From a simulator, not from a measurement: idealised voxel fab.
Process module in this document: voxel capacitor over wiring
We display cut, a cross-section 210 nm in width whose square cells are each 5 nm.
In what follows, cross-sections appear as grids of square cells, described through bands that run from the top down, where every band is one or more rows of cells.
It is stipulated that each band's entry specify, in nanometres, the height of the top of the band and then that of its bottom, followed by the materials of the band in left-to-right sequence, each together with its width in nanometres. A single material marked by the word "full width" is understood to fill the band from edge to edge; the word "blank" is understood to denote empty space.
All heights in this document are referenced to 0, defined as the level beneath which the wafer, as received, consists entirely of one material. The lowest band is not bounded below; it extends indefinitely downward and is written in the form "0 and below".
With a width like "30->40", each row of cells in the band differs from the next by the same amount, the top row carrying the first number and the bottom row the second.
A step reported as "nothing was modified" is a step in which no cell of the cross-section changed.
"Sealed cavities" means: voids of 8 cells or more that are shut off from the top with no open way through. Written width x height at distance, distance from the left edge, in nm.
Anything after a step's settings on that line? It's the simulator's own note about the step.
What "overlay nm" on a step's line means: if the step has a mask, that mask lay this far to the right of its planned place, or, when the value is negative, to the left.
-- So here's the lineup of process steps we planned
1) RECEIVE | material Si
2) CONFORMAL_DEP | material SiO2 | thk nm 15
3) CONFORMAL_DEP | material SiCN | thk nm 5
4) DIRECTIONAL_DEP | material SiO2 | thk nm 20
5) PATTERN | tone open | mask id METAL_1 | material resist | width nm 20 | pitch nm 80 | thk nm 15 | overlay nm 0
6) DIRECTIONAL_ETCH | etch materials SiO2 | depth nm 20
7) DIRECTIONAL_ETCH | etch materials SiCN | depth nm 5
8) STRIP | etch materials resist
9) CONFORMAL_DEP | material TiN | thk nm 5
10) FILL_DEP | material W | thk nm 10
11) CMP | height nm 40
12) EPI | material Ru | thk nm 5
13) FILL_DEP | material SiCN | thk nm 5
14) DIRECTIONAL_DEP | material lowk | thk nm 15
15) MASKED_ETCH | tone open | mask id PLUG_1 | width nm 15 | etch materials lowk | depth nm 15 | overlay nm 0
16) MASKED_ETCH | tone open | mask id PLUG_1 | width nm 15 | etch materials SiCN | depth nm 5 | overlay nm 0
17) EPI | material Ru | thk nm 10
18) EPI | material Ru | thk nm 10
19) DIRECTIONAL_DEP | material TiN | thk nm 5
20) DIRECTIONAL_DEP | material HfO2 | thk nm 5
21) DIRECTIONAL_DEP | material TiN | thk nm 5
22) PATTERN | tone cover | mask id UPPER_PLATE | material resist | width nm 65 | thk nm 20 | overlay nm 0
23) DIRECTIONAL_ETCH | etch materials TiN | depth nm 5
24) DIRECTIONAL_ETCH | etch materials HfO2 | depth nm 5
25) STRIP | etch materials resist
26) MASKED_ETCH | tone cover | mask id LOWER_PLATE | width nm 75 | etch materials TiN | depth nm 5 | overlay nm 0
27) FILL_DEP | material SiO2 | thk nm 20
28) CMP | height nm 95
29) PATTERN | tone open | mask id PLUG_2 | material resist | width nm 15 | thk nm 20 | overlay nm 0
30) DIRECTIONAL_ETCH | etch materials SiO2 | depth nm 15
31) STRIP | etch materials resist
32) CONFORMAL_DEP | material TiN | thk nm 5
33) FILL_DEP | material Cu | thk nm 10
34) CMP | height nm 95
35) CONFORMAL_DEP | material SiN | thk nm 5
-- Cross-section of the incoming wafer, state after step 1
    0 and below = Si full width
    Sealed cavities: none
-- First wafer of two, sectioned at end of module; run went per plan
    100 down to 95 = SiN full width
    95 down to 85 = SiO2=70, then TiN=5, then Cu=5, then TiN=5, then SiO2=125
    85 down to 75 = SiO2=70->60, then TiN=15->65, then SiO2=125->85
    75 down to 70 = SiO2=60, then HfO2=65, then SiO2=85
    70 down to 65 = SiO2=55, then TiN=75, then SiO2=80
    65 down to 50 = lowk=60, then Ru=15, then lowk=135
    50 down to 45 = SiCN=60, then Ru=15, then SiCN=135
    45 down to 40 = SiCN=50, then Ru=30, then SiCN=50, then Ru=30, then SiCN=50
    40 down to 20 = SiO2=55, then TiN=5, then W=10, then TiN=5, then SiO2=60, then TiN=5, then W=10, then TiN=5, then SiO2=55
    20 down to 15 = SiCN=55, then TiN=20, then SiCN=60, then TiN=20, then SiCN=55
    15 down to 0 = SiO2 full width
    0 and below = Si full width
    Sealed cavities: none
-- Cross-section, second wafer: same start as the first, same plan as the first, one mistake in running it; taken at the end of the module
    100 down to 95 = SiN full width
    95 down to 85 = SiO2=70, then TiN=5, then Cu=5, then TiN=5, then SiO2=125
    85 down to 75 = SiO2=70->60, then TiN=15->65, then SiO2=125->85
    75 down to 70 = SiO2=60, then HfO2=65, then SiO2=85
    70 down to 65 = SiO2=55, then TiN=75, then SiO2=80
    65 down to 50 = lowk=60, then Ru=15, then lowk=135
    50 down to 45 = SiCN=60, then Ru=15, then SiCN=135
    45 down to 40 = SiCN=40, then Ru=30, then SiCN=50, then Ru=30, then SiCN=60
    40 down to 20 = SiO2=45, then TiN=5, then W=10, then TiN=5, then SiO2=60, then TiN=5, then W=10, then TiN=5, then SiO2=65
    20 down to 15 = SiCN=45, then TiN=20, then SiCN=60, then TiN=20, then SiCN=65
    15 down to 0 = SiO2 full width
    0 and below = Si full width
    Sealed cavities: none
What was done differently from what was planned? step 5 off recipe, ran as PATTERN | tone open | mask id METAL_1 | material resist | width nm 20 | pitch nm 80 | thk nm 15 | overlay nm -10
At the close, every material occupies the same number of cells on the second wafer as on the first, only in different positions.
